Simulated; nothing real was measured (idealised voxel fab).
Process module name: voxel ribs on slabs
In the cross-section labelled cut, the width is 255 nm and each square cell is 5 nm.
If you're reading a cross-section in this doc, picture square cells in a grid; it comes to you as bands, top ones listed first down to the bottom, and a band can be one or more rows of cells.
Band: top height; bottom height; in nm. Then, left to right: material with width in nm, for each material. "all across": a single material spanning edge to edge. "blank": empty space.
Height reference: 0 = level under which incoming wafer is all one material. Lowest band: no bottom, runs on downward, e.g. "0 -> down".
Quick explanation for "30 to 40": the width changes in equal steps down the rows of cells, from the first number in the band's top row to the second number in its bottom row.
"left unchanged", as given for a step, is the statement that not any cell of the cross-section underwent a change during that step.
In the "Enclosed internal voids" entry, you get each enclosed empty space of 8 cells or more, one with no open way to the top, written width x height at distance, distance from the left edge, in nm.
Past the settings on a step's line: simulator remark, on that step.
The "overlay nm" setting may appear on a step's line; for a step that uses a mask, it gives how far to the right of its planned position the mask lay, and a negative value indicates the left.

Steps in the process plan
1) RECEIVE, material Si
2) DIRECTIONAL_DEP, material SiO2, thk nm 20
3) DIRECTIONAL_DEP, material polySi, thk nm 15
4) MASKED_ETCH, tone cover, mask id RIB, width nm 20, etch materials polySi, depth nm 5, overlay nm 0
5) DIRECTIONAL_DEP, material aC, thk nm 15
6) PATTERN, tone cover, mask id SLAB, material resist, width nm 70, thk nm 30, overlay nm 0
7) DIRECTIONAL_ETCH, etch materials aC, depth nm 15
8) STRIP, etch materials resist
9) DIRECTIONAL_ETCH, etch materials polySi, depth nm 10
10) STRIP, etch materials aC
11) FILL_DEP, material SiO2, thk nm 20
12) CMP, height nm 45
13) DIRECTIONAL_DEP, material W, thk nm 5
14) MASKED_ETCH, tone cover, mask id HEATER, width nm 30, etch materials W, depth nm 5, overlay nm 0
15) CONFORMAL_DEP, material SiN, thk nm 5

Cross-section of the incoming wafer, state after step 1
    0 -> down | Si all across
    Enclosed internal voids: none

Result of the module, cross-sectioned: start per above, plan per above, one error in how it was run
    55 -> 50 | blank (105), SiN (40), blank (110)
    50 -> 45 | SiN (110), W (30), SiN (115)
    45 -> 35 | SiO2 all across
    35 -> 30 | SiO2 (120), polySi (20), SiO2 (115)
    30 -> 20 | SiO2 (90), polySi (70), SiO2 (95)
    20 -> 0 | SiO2 all across
    0 -> down | Si all across
    Enclosed internal voids: none
Which mistake was made when the wafer was run? note that step 4 departed from the planned setting and was carried out as MASKED_ETCH, tone cover, mask id RIB, width nm 20, etch materials polySi, depth nm 5, overlay nm 5
